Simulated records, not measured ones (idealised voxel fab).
Documented hereafter: the process module known as voxel tone inversion.
Section shown: cut. Width: 285 nm. Cell size: 5 nm, square.
Throughout this document, each cross-section is represented as a grid of square cells and is presented as a sequence of bands enumerated from the top downward, where a band comprises one or more rows of cells.
It is stipulated that each band's entry specify, in nanometres, the height of the top of the band and then that of its bottom, followed by the materials of the band in left-to-right sequence, each together with its width in nanometres. A single material marked by the word "throughout" is understood to fill the band from edge to edge; the word "air" is understood to denote empty space.
All heights in this document are referenced to 0, defined as the level beneath which the wafer, as received, consists entirely of one material. The lowest band is not bounded below; it extends indefinitely downward and is written in the form "from 0 down".
Think of "30..40" as a width that walks from the first number to the second as you go down the band, top row to bottom row, taking equal-sized steps from row to row.
You'll sometimes find "nothing changed" written for a step, and that's the way of saying that nowhere in the cross-section did a cell change during that step.
The list in "Unvented internal voids" covers empty spaces of 8 cells or more that cannot reach the top through any open way, and it gives each as width x height at distance; the distance is from the left edge, and width, height and distance are in nm.
If you see something after the settings on a step's line, that's the simulator's own remark about that step.
On any step carrying a mask, the "overlay nm" setting, if present on the step's line, tells how far right of its planned place the mask lay; negative values point to the left.

Process steps (planned):
1,RECEIVE, material Si
2,CONFORMAL_DEP, material SiN, thk nm 10
3,DIRECTIONAL_DEP, material aC, thk nm 15
4,PATTERN, tone cover, mask id POSTS, material resist, width nm 20, pitch nm 35, thk nm 20, overlay nm 0
5,DIRECTIONAL_ETCH, etch materials aC, depth nm 15
6,STRIP, etch materials resist
7,FILL_DEP, material lowk, thk nm 10
8,CMP, height nm 25
9,STRIP, etch materials aC
10,CONFORMAL_DEP, material TiN, thk nm 5
11,FILL_DEP, material W, thk nm 10
12,CMP, height nm 25
13,CONFORMAL_DEP, material SiN, thk nm 5
varied across the wafers: thk nm of step 10. The plan shows the first wafer's value. All wafers start alike

Cross-sectional view of the first of several wafers in the as-received condition, corresponding to the state following step 1:
> from 0 down  Si throughout
> Unvented internal voids: none

For your reference, the table is organized with a row per wafer; each row reflects the wafer at the end of the module, indicating for each material the cells gained (+) or lost (-) since receipt, and thereafter its closed voids:
thk nm 5 | +171 SiN | +16 TiN | +8 W | +147 lowk | Unvented internal voids: none
thk nm 10 | +171 SiN | +24 TiN | +147 lowk | Unvented internal voids: none
thk nm 15 | +171 SiN | +24 TiN | +147 lowk | Unvented internal voids: none
thk nm 20 | +171 SiN | +24 TiN | +147 lowk | Unvented internal voids: none
